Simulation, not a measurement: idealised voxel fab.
Title: Process Module voxel wiring stack
Pictured: cross-section cut, 175 nm wide, on a grid of 5 nm square cells.
If you're reading a cross-section in this doc, picture square cells in a grid; it comes to you as bands, top ones listed first down to the bottom, and a band can be one or more rows of cells.
Basically the band line says how high the top is and how high the bottom is, in nm, and then what's in it from left to right, every material with its width in nm. Empty space shows up as "air", and if a single material carries "throughout" it runs the full band edge to edge.
Basically, 0 is our baseline, since under it the wafer straight out of the box is all one material. The bottom band has no lower end and keeps on going down, so it looks like "top 0, no bottom".
Think of "30..40" as a width that walks from the first number to the second as you go down the band, top row to bottom row, taking equal-sized steps from row to row.
What does "nothing changed" mean for a step? It means no cell of the cross-section changed in that step.
Entry "Enclosed cavity list" = empty spaces >= 8 cells with no open way to the top; each as width x height at distance, distance from left edge, all nm.
What comes after the settings on a step's line is commentary from the simulator itself on that step.
If you see "overlay nm" on a step's line and that step has a mask, it's telling you how far right of where it was planned the mask ended up; a negative number means it went left instead.
The planned process steps are enumerated hereunder
- 1: RECEIVE,material Si
- 2: CONFORMAL_DEP,material SiO2,thk nm 10
- 3: DIRECTIONAL_DEP,material TiN,thk nm 5
- 4: DIRECTIONAL_DEP,material W,thk nm 15
- 5: PATTERN,tone cover,mask id METAL_1,material resist,width nm 30,pitch nm 55,thk nm 15,overlay nm 0
- 6: DIRECTIONAL_ETCH,etch materials W,depth nm 15
- 7: DIRECTIONAL_ETCH,etch materials TiN,depth nm 5
- 8: STRIP,etch materials resist
- 9: FILL_DEP,material lowk,thk nm 5
- 10: CMP,height nm 30
- 11: CONFORMAL_DEP,material SiCN,thk nm 5
- 12: DIRECTIONAL_DEP,material SiO2,thk nm 35
- 13: PATTERN,tone open,mask id METAL_2,material resist,width nm 30,pitch nm 55,thk nm 20,overlay nm 0
- 14: DIRECTIONAL_ETCH,etch materials SiO2,depth nm 20
- 15: STRIP,etch materials resist
- 16: PATTERN,tone open,mask id METAL_2_HOLES,material resist,width nm 15,pitch nm 55,thk nm 20,overlay nm 0
- 17: DIRECTIONAL_ETCH,etch materials SiO2,depth nm 15
- 18: DIRECTIONAL_ETCH,etch materials SiCN,depth nm 5
- 19: STRIP,etch materials resist
- 20: CONFORMAL_DEP,material TiN,thk nm 5
- 21: FILL_DEP,material Cu,thk nm 5
- 22: CMP,height nm 70
- 23: CONFORMAL_DEP,material SiCN,thk nm 5
Wafer cross-section on receipt, i.e. after step 1
> top 0, no bottom  Si throughout
> Enclosed cavity list: none
First wafer at the end, as planned
> top 75, bottom 70  SiCN throughout
> top 70, bottom 55  15 SiO2 / 5 TiN / 20 Cu / 5 TiN / 25 SiO2 / 5 TiN / 20 Cu / 5 TiN / 25 SiO2 / 5 TiN / 20 Cu / 5 TiN / 20 SiO2
> top 55, bottom 50  15 SiO2 / 5 TiN / 5 Cu / 20 TiN / 25 SiO2 / 5 TiN / 5 Cu / 20 TiN / 25 SiO2 / 5 TiN / 5 Cu / 20 TiN / 20 SiO2
> top 50, bottom 35  15 SiO2 / 5 TiN / 5 Cu / 5 TiN / 40 SiO2 / 5 TiN / 5 Cu / 5 TiN / 40 SiO2 / 5 TiN / 5 Cu / 5 TiN / 35 SiO2
> top 35, bottom 30  15 SiCN / 15 TiN / 40 SiCN / 15 TiN / 40 SiCN / 15 TiN / 35 SiCN
> top 30, bottom 15  15 lowk / 30 W / 25 lowk / 30 W / 25 lowk / 30 W / 20 lowk
> top 15, bottom 10  15 lowk / 30 TiN / 25 lowk / 30 TiN / 25 lowk / 30 TiN / 20 lowk
> top 10, bottom 0  SiO2 throughout
> top 0, no bottom  Si throughout
> Enclosed cavity list: none
Presented here is a cross-section of the second of the two wafers as it stood at the end of the module. It was started in the same manner and assigned the same plan as the first wafer; however, one mistake was made in its execution
> top 75, bottom 70  SiCN throughout
> top 70, bottom 65  Cu throughout
> top 65, bottom 60  20 TiN / 20 Cu / 35 TiN / 20 Cu / 35 TiN / 20 Cu / 25 TiN
> top 60, bottom 45  15 SiO2 / 5 TiN / 20 Cu / 5 TiN / 25 SiO2 / 5 TiN / 20 Cu / 5 TiN / 25 SiO2 / 5 TiN / 20 Cu / 5 TiN / 20 SiO2
> top 45, bottom 40  15 SiO2 / 5 TiN / 5 Cu / 20 TiN / 25 SiO2 / 5 TiN / 5 Cu / 20 TiN / 25 SiO2 / 5 TiN / 5 Cu / 20 TiN / 20 SiO2
> top 40, bottom 25  15 SiO2 / 5 TiN / 5 Cu / 5 TiN / 40 SiO2 / 5 TiN / 5 Cu / 5 TiN / 40 SiO2 / 5 TiN / 5 Cu / 5 TiN / 35 SiO2
> top 25, bottom 20  15 SiCN / 15 TiN / 40 SiCN / 15 TiN / 40 SiCN / 15 TiN / 35 SiCN
> top 20, bottom 15  15 lowk / 30 W / 25 lowk / 30 W / 25 lowk / 30 W / 20 lowk
> top 15, bottom 10  15 lowk / 30 TiN / 25 lowk / 30 TiN / 25 lowk / 30 TiN / 20 lowk
> top 10, bottom 0  SiO2 throughout
> top 0, no bottom  Si throughout
> Enclosed cavity list: none
Misprocessing identified: note that step 10 departed from the planned setting and was carried out as CMP,height nm 20
Final comparison by cell count, materials where the second wafer has more or fewer than the first: 47 more of Cu, 23 more of TiN, 36 fewer of W, 34 fewer of lowk
